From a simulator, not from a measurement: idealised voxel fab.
Process module under the name voxel self aligned vias
Cross-sectional view cut (width: 290 nm; square cell size: 5 nm).
Cross-sections here: square-cell grids, written as top-down lists of bands, a band being one or more rows of cells. The entry gives the band's vertical extent as a top height and a bottom height in nm, then its horizontal make-up as materials from left to right, each with a width in nm. "air" stands for empty space; a single material marked "full width" fills the band edge to edge. Counting heights begins at 0, where everything beneath is, in the wafer as received, one material. The lowest band has no bottom; it goes on downwards, as "0 -> down" shows. A width such as "30 to 40" changes by the same amount from each row of cells to the next, from the band's top row to its bottom row. "no change occurred" after a step means that no cell of the cross-section changed. "Voids, enclosed" specifies each empty space that is not open to the top and that occupies no fewer than 8 cells, using the form width x height at distance, the distance measured from the left edge and all three quantities in nm. Post-settings text on a step line: simulator's own remark regarding the step. overlay nm: step with mask; distance mask lay right of planned place; negative value = left of planned place.
**Planned step list for the process**
1 RECEIVE (material Si)
2 CONFORMAL_DEP (material SiO2; thk nm 15)
3 CONFORMAL_DEP (material SiCN; thk nm 5)
4 DIRECTIONAL_DEP (material lowk; thk nm 20)
5 DIRECTIONAL_DEP (material aC; thk nm 15)
6 PATTERN (tone open; mask id LINES; material resist; width nm 30; pitch nm 75; thk nm 35; overlay nm 0)
7 DIRECTIONAL_ETCH (etch materials aC; depth nm 15)
8 STRIP (etch materials resist)
9 DIRECTIONAL_ETCH (etch materials lowk; depth nm 20)
10 STRIP (etch materials aC)
11 CONFORMAL_DEP (material TiN; thk nm 5)
12 FILL_DEP (material W; thk nm 5)
13 CMP (height nm 40)
14 SELECTIVE_ETCH (etch materials W Ru TiN; depth nm 10)
15 FILL_DEP (material SiN; thk nm 5)
16 CMP (height nm 40)
17 DIRECTIONAL_DEP (material lowk; thk nm 15)
18 MASKED_ETCH (tone open; mask id VIAS; width nm 50; pitch nm 75; etch materials lowk; depth nm 15; overlay nm 0)
19 MASKED_ETCH (tone open; mask id VIAS; width nm 50; pitch nm 75; etch materials SiN; depth nm 10; overlay nm 0)
20 CONFORMAL_DEP (material TiN; thk nm 5)
21 FILL_DEP (material Ru; thk nm 10)
22 CMP (height nm 55)
23 CONFORMAL_DEP (material SiCN; thk nm 5)
**As-received state of the wafer in cross-section, equivalent to post-step 1**
> 0 -> down: Si full width
> Voids, enclosed: none
**End-of-module XS, first of two wafers, run as planned**
> 60 -> 55: SiCN full width
> 55 -> 45: 45 nm lowk / 5 nm TiN / 40 nm Ru / 5 nm TiN / 25 nm lowk / 5 nm TiN / 40 nm Ru / 5 nm TiN / 25 nm lowk / 5 nm TiN / 40 nm Ru / 5 nm TiN / 45 nm lowk
> 45 -> 35: 45 to 55 nm lowk / 15 to 5 nm TiN / 20 nm Ru / 15 to 5 nm TiN / 25 to 45 nm lowk / 15 to 5 nm TiN / 20 nm Ru / 15 to 5 nm TiN / 25 to 45 nm lowk / 15 to 5 nm TiN / 20 nm Ru / 15 to 5 nm TiN / 45 to 55 nm lowk
> 35 -> 30: 55 nm lowk / 30 nm TiN / 45 nm lowk / 30 nm TiN / 45 nm lowk / 30 nm TiN / 55 nm lowk
> 30 -> 25: 55 nm lowk / 5 nm TiN / 20 nm W / 5 nm TiN / 45 nm lowk / 5 nm TiN / 20 nm W / 5 nm TiN / 45 nm lowk / 5 nm TiN / 20 nm W / 5 nm TiN / 55 nm lowk
> 25 -> 20: 55 nm lowk / 30 nm TiN / 45 nm lowk / 30 nm TiN / 45 nm lowk / 30 nm TiN / 55 nm lowk
> 20 -> 15: SiCN full width
> 15 -> 0: SiO2 full width
> 0 -> down: Si full width
> Voids, enclosed: none
**End-of-module cross-section of the second wafer: identical starting point and process plan to the first, with one processing mistake**
> 65 -> 60: SiCN full width
> 60 -> 55: 50 nm TiN / 40 nm Ru / 35 nm TiN / 40 nm Ru / 35 nm TiN / 40 nm Ru / 50 nm TiN
> 55 -> 45: 45 nm lowk / 5 nm TiN / 40 nm Ru / 5 nm TiN / 25 nm lowk / 5 nm TiN / 40 nm Ru / 5 nm TiN / 25 nm lowk / 5 nm TiN / 40 nm Ru / 5 nm TiN / 45 nm lowk
> 45 -> 35: 45 to 55 nm lowk / 15 to 5 nm TiN / 20 nm Ru / 15 to 5 nm TiN / 25 to 45 nm lowk / 15 to 5 nm TiN / 20 nm Ru / 15 to 5 nm TiN / 25 to 45 nm lowk / 15 to 5 nm TiN / 20 nm Ru / 15 to 5 nm TiN / 45 to 55 nm lowk
> 35 -> 30: 55 nm lowk / 30 nm TiN / 45 nm lowk / 30 nm TiN / 45 nm lowk / 30 nm TiN / 55 nm lowk
> 30 -> 25: 55 nm lowk / 5 nm TiN / 20 nm W / 5 nm TiN / 45 nm lowk / 5 nm TiN / 20 nm W / 5 nm TiN / 45 nm lowk / 5 nm TiN / 20 nm W / 5 nm TiN / 55 nm lowk
> 25 -> 20: 55 nm lowk / 30 nm TiN / 45 nm lowk / 30 nm TiN / 45 nm lowk / 30 nm TiN / 55 nm lowk
> 20 -> 15: SiCN full width
> 15 -> 0: SiO2 full width
> 0 -> down: Si full width
> Voids, enclosed: none
Plan not followed: step 22 ran differently from the plan; actual operation with settings: CMP (height nm 60)
Cell-count delta at end, second wafer over first, by material: +24 Ru | +34 TiN
